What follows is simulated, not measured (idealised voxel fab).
Title: Process Module voxel released beams
Cross-section cut: width 170 nm, square cells of 5 nm.
Cross-section format: a grid of square cells, given as bands from top to bottom; each band is one or more rows of cells.
Per band: top height and bottom height in nm, followed by the left-to-right materials and their widths in nm; "full width" marks a single material spanning edge to edge, "empty" marks empty space.
All heights in this document are referenced to 0, defined as the level beneath which the wafer, as received, consists entirely of one material. The lowest band is not bounded below; it extends indefinitely downward and is written in the form "0 down".
Width spec "30..40" -> top row of cells at first value, bottom row at second value, equal per-row change in between.
The cross-section has no changed cell in any step marked "everything unchanged".
Reported under the label "Enclosed void list" are the empty spaces having no open way to the top and comprising 8 cells or more; the notation for each is width x height at distance, in which the distance is measured from the left edge and all three values are in nm.
On each step's line, the part that comes after the settings is the simulator's own comment on the step.
overlay nm: on a step with a mask, how far right of its planned place the mask lay; negative means left.
-- This section lists the process steps that were planned
1. RECEIVE,material Si
2. CONFORMAL_DEP,material SiN,thk nm 5
3. DIRECTIONAL_DEP,material SiO2,thk nm 20
4. DIRECTIONAL_DEP,material aC,thk nm 15
5. PATTERN,tone open,mask id ANCHOR,material resist,width nm 45,thk nm 30,overlay nm 0
6. DIRECTIONAL_ETCH,etch materials aC,depth nm 15
7. STRIP,etch materials resist
8. DIRECTIONAL_ETCH,etch materials SiO2,depth nm 20
9. STRIP,etch materials aC
10. CONFORMAL_DEP,material polySi,thk nm 15
11. DIRECTIONAL_DEP,material aC,thk nm 10
12. PATTERN,tone cover,mask id BEAM,material resist,width nm 90,thk nm 25,overlay nm 0
13. DIRECTIONAL_ETCH,etch materials aC,depth nm 10
14. STRIP,etch materials resist
15. DIRECTIONAL_ETCH,etch materials polySi,depth nm 15
16. STRIP,etch materials aC
17. STRIP,etch materials SiO2
-- The first of a set of two wafers, run to plan
-- So this is the incoming wafer in cross-section - it's already been through step 1
> 0 down  Si full width
> Enclosed void list: none
-- After step 2: wafer cross-section
> 5 to 0  SiN full width
> Under the height 0 nothing was changed.
-- After step 3: wafer cross-section
> 25 to 5  SiO2 full width
> Under the height 5 nothing was changed.
-- After step 4: wafer cross-section
> 40 to 25  aC full width
> Under the height 25 nothing was changed.
-- After step 5: wafer cross-section
> 70 to 40  resist 40 nm, empty 45 nm, resist 85 nm
> Under the height 40 nothing was changed.
-- After step 6: wafer cross-section
> 55 to 40  resist 40 nm, empty 45 nm, resist 85 nm
> 40 to 25  aC 40 nm, empty 45 nm, aC 85 nm
> Under the height 25 nothing was changed.
-- After step 7: wafer cross-section
> 40 to 25  aC 40 nm, empty 45 nm, aC 85 nm
> Under the height 25 nothing was changed.
-- After step 8: wafer cross-section
> 40 to 25  aC 40 nm, empty 45 nm, aC 85 nm
> 25 to 5  SiO2 40 nm, empty 45 nm, SiO2 85 nm
> Under the height 5 nothing was changed.
-- After step 9: wafer cross-section
> 25 to 5  SiO2 40 nm, empty 45 nm, SiO2 85 nm
> Under the height 5 nothing was changed.
-- After step 10: wafer cross-section
> 40 to 25  polySi 55 nm, empty 15 nm, polySi 100 nm
> 25 to 20  SiO2 40 nm, polySi 15 nm, empty 15 nm, polySi 15 nm, SiO2 85 nm
> 20 to 5  SiO2 40 nm, polySi 45 nm, SiO2 85 nm
> Under the height 5 nothing was changed.
-- After step 11: wafer cross-section
> 50 to 40  aC 55 nm, empty 15 nm, aC 100 nm
> 40 to 30  polySi 55 nm, empty 15 nm, polySi 100 nm
> 30 to 25  polySi 55 nm, aC 15 nm, polySi 100 nm
> 25 to 20  SiO2 40 nm, polySi 15 nm, aC 15 nm, polySi 15 nm, SiO2 85 nm
> Under the height 20 nothing was changed.
-- After step 12: wafer cross-section
> 75 to 50  empty 35 nm, resist 90 nm, empty 45 nm
> 50 to 40  aC 55 nm, resist 15 nm, aC 100 nm
> 40 to 30  polySi 55 nm, resist 15 nm, polySi 100 nm
> Under the height 30 nothing was changed.
-- After step 13: wafer cross-section
> 65 to 50  empty 35 nm, resist 90 nm, empty 45 nm
> 50 to 40  empty 35 nm, aC 20 nm, resist 15 nm, aC 55 nm, empty 45 nm
> Under the height 40 nothing was changed.
-- After step 14: wafer cross-section
> 50 to 40  empty 35 nm, aC 20 nm, empty 15 nm, aC 55 nm, empty 45 nm
> 40 to 30  polySi 55 nm, empty 15 nm, polySi 100 nm
> Under the height 30 nothing was changed.
-- After step 15: wafer cross-section
> 50 to 40  empty 35 nm, aC 20 nm, empty 15 nm, aC 55 nm, empty 45 nm
> 40 to 30  empty 35 nm, polySi 20 nm, empty 15 nm, polySi 55 nm, empty 45 nm
> 30 to 25  empty 35 nm, polySi 20 nm, aC 15 nm, polySi 55 nm, empty 45 nm
> Under the height 25 nothing was changed.
-- After step 16: wafer cross-section
> 40 to 25  empty 35 nm, polySi 20 nm, empty 15 nm, polySi 55 nm, empty 45 nm
> 25 to 20  SiO2 40 nm, polySi 15 nm, empty 15 nm, polySi 15 nm, SiO2 85 nm
> Under the height 20 nothing was changed.
-- After step 17: wafer cross-section
> 40 to 25  empty 35 nm, polySi 20 nm, empty 15 nm, polySi 55 nm, empty 45 nm
> 25 to 20  empty 40 nm, polySi 15 nm, empty 15 nm, polySi 15 nm, empty 85 nm
> 20 to 5  empty 40 nm, polySi 45 nm, empty 85 nm
> Under the height 5 nothing was changed.
-- Second wafer - shared start and plan with the first - one error in running - same as the first up to step 1 inclusive
What the second wafer looks like in cross-section when step 2 should have wrapped up: everything unchanged
-- What the second wafer looks like in cross-section when step 3 should have wrapped up
> 20 to 0  SiO2 full width
> Under the height 0 nothing was changed.
-- What the second wafer looks like in cross-section when step 4 should have wrapped up
> 35 to 20  aC full width
> Under the height 20 nothing was changed.
-- What the second wafer looks like in cross-section when step 5 should have wrapped up
> 65 to 35  resist 40 nm, empty 45 nm, resist 85 nm
> Under the height 35 nothing was changed.
-- What the second wafer looks like in cross-section when step 6 should have wrapped up
> 50 to 35  resist 40 nm, empty 45 nm, resist 85 nm
> 35 to 20  aC 40 nm, empty 45 nm, aC 85 nm
> Under the height 20 nothing was changed.
-- What the second wafer looks like in cross-section when step 7 should have wrapped up
> 35 to 20  aC 40 nm, empty 45 nm, aC 85 nm
> Under the height 20 nothing was changed.
-- What the second wafer looks like in cross-section when step 8 should have wrapped up
> 35 to 20  aC 40 nm, empty 45 nm, aC 85 nm
> 20 to 0  SiO2 40 nm, empty 45 nm, SiO2 85 nm
> Under the height 0 nothing was changed.
-- What the second wafer looks like in cross-section when step 9 should have wrapped up
> 20 to 0  SiO2 40 nm, empty 45 nm, SiO2 85 nm
> Under the height 0 nothing was changed.
-- What the second wafer looks like in cross-section when step 10 should have wrapped up
> 35 to 20  polySi 55 nm, empty 15 nm, polySi 100 nm
> 20 to 15  SiO2 40 nm, polySi 15 nm, empty 15 nm, polySi 15 nm, SiO2 85 nm
> 15 to 0  SiO2 40 nm, polySi 45 nm, SiO2 85 nm
> Under the height 0 nothing was changed.
-- What the second wafer looks like in cross-section when step 11 should have wrapped up
> 45 to 35  aC 55 nm, empty 15 nm, aC 100 nm
> 35 to 25  polySi 55 nm, empty 15 nm, polySi 100 nm
> 25 to 20  polySi 55 nm, aC 15 nm, polySi 100 nm
> 20 to 15  SiO2 40 nm, polySi 15 nm, aC 15 nm, polySi 15 nm, SiO2 85 nm
> Under the height 15 nothing was changed.
-- What the second wafer looks like in cross-section when step 12 should have wrapped up
> 70 to 45  empty 35 nm, resist 90 nm, empty 45 nm
> 45 to 35  aC 55 nm, resist 15 nm, aC 100 nm
> 35 to 25  polySi 55 nm, resist 15 nm, polySi 100 nm
> Under the height 25 nothing was changed.
-- What the second wafer looks like in cross-section when step 13 should have wrapped up
> 60 to 45  empty 35 nm, resist 90 nm, empty 45 nm
> 45 to 35  empty 35 nm, aC 20 nm, resist 15 nm, aC 55 nm, empty 45 nm
> Under the height 35 nothing was changed.
-- What the second wafer looks like in cross-section when step 14 should have wrapped up
> 45 to 35  empty 35 nm, aC 20 nm, empty 15 nm, aC 55 nm, empty 45 nm
> 35 to 25  polySi 55 nm, empty 15 nm, polySi 100 nm
> Under the height 25 nothing was changed.
-- What the second wafer looks like in cross-section when step 15 should have wrapped up
> 45 to 35  empty 35 nm, aC 20 nm, empty 15 nm, aC 55 nm, empty 45 nm
> 35 to 25  empty 35 nm, polySi 20 nm, empty 15 nm, polySi 55 nm, empty 45 nm
> 25 to 20  empty 35 nm, polySi 20 nm, aC 15 nm, polySi 55 nm, empty 45 nm
> Under the height 20 nothing was changed.
-- What the second wafer looks like in cross-section when step 16 should have wrapped up
> 35 to 20  empty 35 nm, polySi 20 nm, empty 15 nm, polySi 55 nm, empty 45 nm
> 20 to 15  SiO2 40 nm, polySi 15 nm, empty 15 nm, polySi 15 nm, SiO2 85 nm
> Under the height 15 nothing was changed.
-- What the second wafer looks like in cross-section when step 17 should have wrapped up
> 35 to 20  empty 35 nm, polySi 20 nm, empty 15 nm, polySi 55 nm, empty 45 nm
> 20 to 15  empty 40 nm, polySi 15 nm, empty 15 nm, polySi 15 nm, empty 85 nm
> 15 to 0  empty 40 nm, polySi 45 nm, empty 85 nm
> Under the height 0 nothing was changed.
What was done differently from what was planned? it should be noted that step 2 of the plan was omitted and was not performed
Final cells, second wafer relative to first, materials higher or lower: SiN: 34 fewer
